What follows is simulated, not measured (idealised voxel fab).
process module | voxel released beams
cross-section cut | 245 nm wide | cells 5 nm
A cross-section is a grid of square cells, given in bands from the top down. A band is one or more rows of cells.
Each band's line starts with the height of the band's top and of its bottom, in nm. Then come its materials from left to right, each with its width in nm. One material with "throughout" fills the band from edge to edge. "air" is empty space.
Height 0 is the level under which the wafer as received is all one material. The lowest band goes on downwards, as in "0 down".
A width such as "30 to 40" changes by the same amount from each row of cells to the next, from the band's top row to its bottom row.
"no change" after a step means that no cell of the cross-section changed.
closed voids: empty space of 8 cells or more with no open way to the top, each as width x height at its distance from the left edge, in nm
after a step's settings: what the simulator itself notes on the step
overlay nm, on a step with a mask: how far to the right of its planned place the mask lay; to the left if negative
plan
1 op RECEIVE | material Si
2 op CONFORMAL_DEP | material SiN | thk nm 10
3 op DIRECTIONAL_DEP | material SiO2 | thk nm 15
4 op MASKED_ETCH | tone open | mask id ANCHOR | width nm 35 | etch materials SiO2 | depth nm 15 | overlay nm 0
5 op CONFORMAL_DEP | material W | thk nm 10
6 op MASKED_ETCH | tone cover | mask id BEAM | width nm 85 | etch materials W | depth nm 10 | overlay nm 0
7 op STRIP | etch materials SiO2
first wafer, as planned
as received, after step 1
  0 down: Si throughout
  closed voids: none
after step 2
  10 to 0: SiN throughout
  below 0: unchanged
after step 3
  25 to 10: SiO2 throughout
  below 10: unchanged
after step 4
  25 to 10: SiO2 80 | air 35 | SiO2 130
  below 10: unchanged
after step 5
  35 to 25: W 90 | air 15 | W 140
  25 to 20: SiO2 80 | W 10 | air 15 | W 10 | SiO2 130
  20 to 10: SiO2 80 | W 35 | SiO2 130
  below 10: unchanged
after step 6
  35 to 25: air 75 | W 15 | air 15 | W 55 | air 85
  below 25: unchanged
after step 7
  35 to 25: air 75 | W 15 | air 15 | W 55 | air 85
  25 to 20: air 80 | W 10 | air 15 | W 10 | air 130
  20 to 10: air 80 | W 35 | air 130
  below 10: unchanged
second wafer: like start, like plan, one mistake. Through step 3 it matches the first wafer
when step 4 should have ended
  25 to 10: SiO2 90 | air 35 | SiO2 120
  below 10: unchanged
when step 5 should have ended
  35 to 25: W 100 | air 15 | W 130
  25 to 20: SiO2 90 | W 10 | air 15 | W 10 | SiO2 120
  20 to 10: SiO2 90 | W 35 | SiO2 120
  below 10: unchanged
when step 6 should have ended
  35 to 25: air 75 | W 25 | air 15 | W 45 | air 85
  below 25: unchanged
when step 7 should have ended
  35 to 25: air 75 | W 25 | air 15 | W 45 | air 85
  25 to 20: air 90 | W 10 | air 15 | W 10 | air 120
  20 to 10: air 90 | W 35 | air 120
  below 10: unchanged
what went wrong: step 4 ran as: op MASKED_ETCH | tone open | mask id ANCHOR | width nm 35 | etch materials SiO2 | depth nm 15 | overlay nm 10
at the end the second wafer has, in cells: as many of each material as the first, in other places
